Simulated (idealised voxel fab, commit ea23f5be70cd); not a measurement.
The process module presented herein is designated voxel self aligned contacts.
Square cells of 5 nm make up the cross-section cut, whose width is 230 nm.
Notation: cross-section as square-cell grid; stated in bands, top first, going down; one or more cell rows per band.
Band entry format. Leading values: height of top, height of bottom, nm. Remainder: materials in left-to-right order, each with its width in nm. Special words: "all across" on a single material, which then fills the band edge to edge; "air", empty space.
Heights are reckoned from 0. Under this level, the received wafer is all of one material. The bottommost band is open-ended downward, for example "0 -> down".
Per-row width for "30->40": begins at first number (top row of band), ends at second number (bottom row), increment between rows held constant.
It should be understood that the words "remains unaltered", when stated for a given step, signify that the cross-section underwent no change in any of its cells during that step.
Any empty space of 8 cells or more lacking an open way to the top shows up in "Closed-off voids" as width x height at distance, distance from the left edge, in nm.
What comes after the settings on a step's line is commentary from the simulator itself on that step.
The optional step-line setting "overlay nm" applies to steps with a mask and quantifies how far to the right of its planned location the mask lay, a negative value indicating leftward placement.
## List of planned process steps
| 1 | RECEIVE,material Si |
| 2 | OXIDIZE,depth nm 5 |
| 3 | DIRECTIONAL_DEP,material polySi,thk nm 30 |
| 4 | DIRECTIONAL_DEP,material SiN,thk nm 20 |
| 5 | DIRECTIONAL_DEP,material aC,thk nm 15 |
| 6 | PATTERN,tone cover,mask id GATE,material resist,width nm 25,pitch nm 50,thk nm 30,overlay nm 0 |
| 7 | DIRECTIONAL_ETCH,etch materials aC,depth nm 15 |
| 8 | STRIP,etch materials resist |
| 9 | DIRECTIONAL_ETCH,etch materials SiN,depth nm 20 |
| 10 | DIRECTIONAL_ETCH,etch materials polySi,depth nm 30 |
| 11 | STRIP,etch materials aC |
| 12 | CONFORMAL_DEP,material SiN,thk nm 5 |
| 13 | DIRECTIONAL_ETCH,etch materials SiN,depth nm 5 |
| 14 | FILL_DEP,material SiO2,thk nm 20 |
| 15 | CMP,height nm 60 |
| 16 | PATTERN,tone open,mask id CONTACT,material resist,width nm 25,thk nm 15,overlay nm 0 |
| 17 | DIRECTIONAL_ETCH,etch materials SiO2,depth nm 65 |
| 18 | STRIP,etch materials resist |
| 19 | CONFORMAL_DEP,material TiN,thk nm 5 |
| 20 | FILL_DEP,material Ru,thk nm 5 |
| 21 | CMP,height nm 60 |
| 22 | CONFORMAL_DEP,material SiCN,thk nm 5 |
The width nm used in step 16 is not the same on every wafer, whereas the starting condition is; the value printed in the plan is the first wafer's.
## First of several wafers, received after step 1, in cross-section
- 0 -> down  Si all across
- Closed-off voids: none
## Here is how to read the rows: every wafer has a row, and it shows the wafer at the end of the module, giving for each material how many cells were gained (+) or lost (-) since the wafer was received, then listing its closed voids
width nm 25; +14 Ru; -46 Si; +46 SiCN; +80 SiN; +415 SiO2; +29 TiN; +60 polySi; Closed-off voids: none
width nm 30; +15 Ru; -46 Si; +46 SiCN; +80 SiN; +413 SiO2; +30 TiN; +60 polySi; Closed-off voids: none
width nm 35; +16 Ru; -46 Si; +46 SiCN; +80 SiN; +411 SiO2; +31 TiN; +60 polySi; Closed-off voids: none
width nm 40; +17 Ru; -46 Si; +46 SiCN; +80 SiN; +409 SiO2; +32 TiN; +60 polySi; Closed-off voids: none
width nm 45; +18 Ru; -46 Si; +46 SiCN; +80 SiN; +407 SiO2; +33 TiN; +60 polySi; Closed-off voids: none
width nm 50; +19 Ru; -46 Si; +46 SiCN; +80 SiN; +405 SiO2; +34 TiN; +60 polySi; Closed-off voids: none
